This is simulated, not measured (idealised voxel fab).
The following is a process module called voxel trench capacitor.
The width of the displayed cross-section, cut, is 240 nm; its cells are square, with a size of 5 nm.
When this document writes out a cross-section, it uses a grid of square cells and lists it as bands, beginning at the top and moving down, with a band standing for one or more rows of cells. Top, bottom (nm), then materials left to right with widths (nm); lone material tagged "everywhere" fills the whole band edge to edge; "empty" = empty space. Height reference: 0 = level under which incoming wafer is all one material. Lowest band: no bottom, runs on downward, e.g. "from 0 down". It should be noted that a width expressed as "30->40" varies in equal increments from row to row of cells within the band, taking the value of the first number at the top row and that of the second number at the bottom row. Key: "nothing was modified" - step with no changed cell in the cross-section. In the "Sealed cavities" entry, you get each enclosed empty space of 8 cells or more, one with no open way to the top, written width x height at distance, distance from the left edge, in nm. If you see something after the settings on a step's line, that's the simulator's own remark about that step. What "overlay nm" on a step's line means: if the step has a mask, that mask lay this far to the right of its planned place, or, when the value is negative, to the left.
**Steps planned for the process**
| 1 | RECEIVE [material Si] |
| 2 | CONFORMAL_DEP [material SiN] [thk nm 10] |
| 3 | MASKED_ETCH [tone open] [mask id TRENCH] [width nm 30] [pitch nm 60] [etch materials SiN] [depth nm 10] [overlay nm 0] |
| 4 | MASKED_ETCH [tone open] [mask id TRENCH] [width nm 30] [pitch nm 60] [etch materials Si] [depth nm 30] [overlay nm 0] |
| 5 | CONFORMAL_DEP [material Al2O3] [thk nm 5] |
| 6 | CONFORMAL_DEP [material TiN] [thk nm 5] |
| 7 | FILL_DEP [material W] [thk nm 10] |
| 8 | CMP [height nm 10] |
**The following pertains to the first of two wafers, which was processed as planned**
**Wafer as received: cross-section following step 1**
from 0 down: Si everywhere
Sealed cavities: none
**After step 2, in cross-section**
from 10 to 0: SiN everywhere
Whatever lies below 0 is exactly as it was before.
**After step 3, in cross-section**
from 10 to 0: SiN=45 / empty=30 / SiN=30 / empty=30 / SiN=30 / empty=30 / SiN=45
Whatever lies below 0 is exactly as it was before.
**After step 4, in cross-section**
from 10 to 0: SiN=45 / empty=30 / SiN=30 / empty=30 / SiN=30 / empty=30 / SiN=45
from 0 to -30: Si=45 / empty=30 / Si=30 / empty=30 / Si=30 / empty=30 / Si=45
Whatever lies below -30 is exactly as it was before.
**After step 5, in cross-section**
from 15 to 10: Al2O3=50 / empty=20 / Al2O3=40 / empty=20 / Al2O3=40 / empty=20 / Al2O3=50
from 10 to 0: SiN=45 / Al2O3=5 / empty=20 / Al2O3=5 / SiN=30 / Al2O3=5 / empty=20 / Al2O3=5 / SiN=30 / Al2O3=5 / empty=20 / Al2O3=5 / SiN=45
from 0 to -25: Si=45 / Al2O3=5 / empty=20 / Al2O3=5 / Si=30 / Al2O3=5 / empty=20 / Al2O3=5 / Si=30 / Al2O3=5 / empty=20 / Al2O3=5 / Si=45
from -25 to -30: Si=45 / Al2O3=30 / Si=30 / Al2O3=30 / Si=30 / Al2O3=30 / Si=45
Whatever lies below -30 is exactly as it was before.
**After step 6, in cross-section**
from 20 to 15: TiN=55 / empty=10 / TiN=50 / empty=10 / TiN=50 / empty=10 / TiN=55
from 15 to 10: Al2O3=50 / TiN=5 / empty=10 / TiN=5 / Al2O3=40 / TiN=5 / empty=10 / TiN=5 / Al2O3=40 / TiN=5 / empty=10 / TiN=5 / Al2O3=50
from 10 to 0: SiN=45 / Al2O3=5 / TiN=5 / empty=10 / TiN=5 / Al2O3=5 / SiN=30 / Al2O3=5 / TiN=5 / empty=10 / TiN=5 / Al2O3=5 / SiN=30 / Al2O3=5 / TiN=5 / empty=10 / TiN=5 / Al2O3=5 / SiN=45
from 0 to -20: Si=45 / Al2O3=5 / TiN=5 / empty=10 / TiN=5 / Al2O3=5 / Si=30 / Al2O3=5 / TiN=5 / empty=10 / TiN=5 / Al2O3=5 / Si=30 / Al2O3=5 / TiN=5 / empty=10 / TiN=5 / Al2O3=5 / Si=45
from -20 to -25: Si=45 / Al2O3=5 / TiN=20 / Al2O3=5 / Si=30 / Al2O3=5 / TiN=20 / Al2O3=5 / Si=30 / Al2O3=5 / TiN=20 / Al2O3=5 / Si=45
Whatever lies below -25 is exactly as it was before.
**After step 7, in cross-section**
from 30 to 20: W everywhere
from 20 to 15: TiN=55 / W=10 / TiN=50 / W=10 / TiN=50 / W=10 / TiN=55
from 15 to 10: Al2O3=50 / TiN=5 / W=10 / TiN=5 / Al2O3=40 / TiN=5 / W=10 / TiN=5 / Al2O3=40 / TiN=5 / W=10 / TiN=5 / Al2O3=50
from 10 to 0: SiN=45 / Al2O3=5 / TiN=5 / W=10 / TiN=5 / Al2O3=5 / SiN=30 / Al2O3=5 / TiN=5 / W=10 / TiN=5 / Al2O3=5 / SiN=30 / Al2O3=5 / TiN=5 / W=10 / TiN=5 / Al2O3=5 / SiN=45
from 0 to -20: Si=45 / Al2O3=5 / TiN=5 / W=10 / TiN=5 / Al2O3=5 / Si=30 / Al2O3=5 / TiN=5 / W=10 / TiN=5 / Al2O3=5 / Si=30 / Al2O3=5 / TiN=5 / W=10 / TiN=5 / Al2O3=5 / Si=45
Whatever lies below -20 is exactly as it was before.
**After step 8, in cross-section**
from 10 to 0: SiN=45 / Al2O3=5 / TiN=5 / W=10 / TiN=5 / Al2O3=5 / SiN=30 / Al2O3=5 / TiN=5 / W=10 / TiN=5 / Al2O3=5 / SiN=30 / Al2O3=5 / TiN=5 / W=10 / TiN=5 / Al2O3=5 / SiN=45
Whatever lies below 0 is exactly as it was before.
**Wafer two of the pair: same origin, same plan, one error during the run; identical to wafer one up to and including step 3**
**when step 4 should have ended**
from 10 to 0: SiN=45 / empty=30 / SiN=30 / empty=30 / SiN=30 / empty=30 / SiN=45
from 0 to -20: Si=45 / empty=30 / Si=30 / empty=30 / Si=30 / empty=30 / Si=45
Whatever lies below -20 is exactly as it was before.
**when step 5 should have ended**
from 15 to 10: Al2O3=50 / empty=20 / Al2O3=40 / empty=20 / Al2O3=40 / empty=20 / Al2O3=50
from 10 to 0: SiN=45 / Al2O3=5 / empty=20 / Al2O3=5 / SiN=30 / Al2O3=5 / empty=20 / Al2O3=5 / SiN=30 / Al2O3=5 / empty=20 / Al2O3=5 / SiN=45
from 0 to -15: Si=45 / Al2O3=5 / empty=20 / Al2O3=5 / Si=30 / Al2O3=5 / empty=20 / Al2O3=5 / Si=30 / Al2O3=5 / empty=20 / Al2O3=5 / Si=45
from -15 to -20: Si=45 / Al2O3=30 / Si=30 / Al2O3=30 / Si=30 / Al2O3=30 / Si=45
Whatever lies below -20 is exactly as it was before.
**when step 6 should have ended**
from 20 to 15: TiN=55 / empty=10 / TiN=50 / empty=10 / TiN=50 / empty=10 / TiN=55
from 15 to 10: Al2O3=50 / TiN=5 / empty=10 / TiN=5 / Al2O3=40 / TiN=5 / empty=10 / TiN=5 / Al2O3=40 / TiN=5 / empty=10 / TiN=5 / Al2O3=50
from 10 to 0: SiN=45 / Al2O3=5 / TiN=5 / empty=10 / TiN=5 / Al2O3=5 / SiN=30 / Al2O3=5 / TiN=5 / empty=10 / TiN=5 / Al2O3=5 / SiN=30 / Al2O3=5 / TiN=5 / empty=10 / TiN=5 / Al2O3=5 / SiN=45
from 0 to -10: Si=45 / Al2O3=5 / TiN=5 / empty=10 / TiN=5 / Al2O3=5 / Si=30 / Al2O3=5 / TiN=5 / empty=10 / TiN=5 / Al2O3=5 / Si=30 / Al2O3=5 / TiN=5 / empty=10 / TiN=5 / Al2O3=5 / Si=45
from -10 to -15: Si=45 / Al2O3=5 / TiN=20 / Al2O3=5 / Si=30 / Al2O3=5 / TiN=20 / Al2O3=5 / Si=30 / Al2O3=5 / TiN=20 / Al2O3=5 / Si=45
Whatever lies below -15 is exactly as it was before.
**when step 7 should have ended**
from 30 to 20: W everywhere
from 20 to 15: TiN=55 / W=10 / TiN=50 / W=10 / TiN=50 / W=10 / TiN=55
from 15 to 10: Al2O3=50 / TiN=5 / W=10 / TiN=5 / Al2O3=40 / TiN=5 / W=10 / TiN=5 / Al2O3=40 / TiN=5 / W=10 / TiN=5 / Al2O3=50
from 10 to 0: SiN=45 / Al2O3=5 / TiN=5 / W=10 / TiN=5 / Al2O3=5 / SiN=30 / Al2O3=5 / TiN=5 / W=10 / TiN=5 / Al2O3=5 / SiN=30 / Al2O3=5 / TiN=5 / W=10 / TiN=5 / Al2O3=5 / SiN=45
from 0 to -10: Si=45 / Al2O3=5 / TiN=5 / W=10 / TiN=5 / Al2O3=5 / Si=30 / Al2O3=5 / TiN=5 / W=10 / TiN=5 / Al2O3=5 / Si=30 / Al2O3=5 / TiN=5 / W=10 / TiN=5 / Al2O3=5 / Si=45
Whatever lies below -10 is exactly as it was before.
**when step 8 should have ended**
from 10 to 0: SiN=45 / Al2O3=5 / TiN=5 / W=10 / TiN=5 / Al2O3=5 / SiN=30 / Al2O3=5 / TiN=5 / W=10 / TiN=5 / Al2O3=5 / SiN=30 / Al2O3=5 / TiN=5 / W=10 / TiN=5 / Al2O3=5 / SiN=45
Whatever lies below 0 is exactly as it was before.
Diagnosis: the process deviated at step 4: the operation and settings actually run there were MASKED_ETCH [tone open] [mask id TRENCH] [width nm 30] [pitch nm 60] [etch materials Si] [depth nm 20] [overlay nm 0]
Looking at both finished wafers in cells, the second ends up ahead of or behind the first on some materials: Al2O3 -12; Si +36; TiN -12; W -12
